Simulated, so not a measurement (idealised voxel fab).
Title: Process Module voxel spacer lines
For reference, the cross-section in this document is cut, with width 220 nm and square cells of 5 nm.
A cross-section is a grid of square cells, given in bands from the top down. A band is one or more rows of cells.
A band entry consists of two parts. The first gives the height of the band's top and the height of its bottom, in nm. The rest lists the band's materials from left to right, each with its width in nm. A single material labelled with the word "all across" fills the band from edge to edge, and the word "blank" marks empty space.
Beneath 0, the wafer as received is one material, and that level is where height counting begins. The lowest band goes on downward without a bottom; it is written like "0 nm and below".
Read "30 to 40" as a graded width: first number on top, second number at the bottom, same change between each pair of neighbouring rows.
Key: "no change occurred" - step with no changed cell in the cross-section.
Empty spaces without an open route to the top, at least 8 cells in extent, make up the entry "Tabulated closed voids"; each is given as width x height at distance, where the distance is measured from the left edge, and all are in nm.
Step line, after settings: the simulator's comment on this step.
overlay nm: where the mask lay relative to plan, measured to the right, on steps with a mask; negatives go left.
LIST OF PLANNED PROCESS STEPS
| 1 | RECEIVE (material Si) |
| 2 | CONFORMAL_DEP (material Al2O3; thk nm 5) |
| 3 | DIRECTIONAL_DEP (material TiN; thk nm 20) |
| 4 | DIRECTIONAL_DEP (material polySi; thk nm 20) |
| 5 | PATTERN (tone cover; mask id MANDREL; material resist; width nm 15; pitch nm 60; thk nm 25; overlay nm 0) |
| 6 | DIRECTIONAL_ETCH (etch materials polySi; depth nm 20) |
| 7 | STRIP (etch materials resist) |
| 8 | CONFORMAL_DEP (material SiN; thk nm 15) |
| 9 | DIRECTIONAL_ETCH (etch materials SiN; depth nm 15) |
| 10 | STRIP (etch materials polySi) |
| 11 | DIRECTIONAL_ETCH (etch materials TiN; depth nm 20) |
| 12 | STRIP (etch materials SiN) |
CROSS-SECTION OF THE WAFER AT RECEIPT, WHICH IS THE CONDITION AFTER STEP 1
* 0 nm and below  Si all across
* Tabulated closed voids: none
THIS IS HOW THE WAFER LOOKS IN CROSS-SECTION ONCE THE MODULE IS DONE, GIVEN THE STARTING STATE AND PLAN ABOVE AND ONE MISTAKE IN CARRYING THE PLAN OUT
* 25 nm to 5 nm  blank: 50  TiN: 15  blank: 25  TiN: 15  blank: 5  TiN: 15  blank: 25  TiN: 15  blank: 55
* 5 nm to 0 nm  Al2O3 all across
* 0 nm and below  Si all across
* Tabulated closed voids: none
Short version of what went wrong: planned and actual differ for step 5; actual: PATTERN (tone cover; mask id MANDREL; material resist; width nm 25; pitch nm 60; thk nm 25; overlay nm 0)
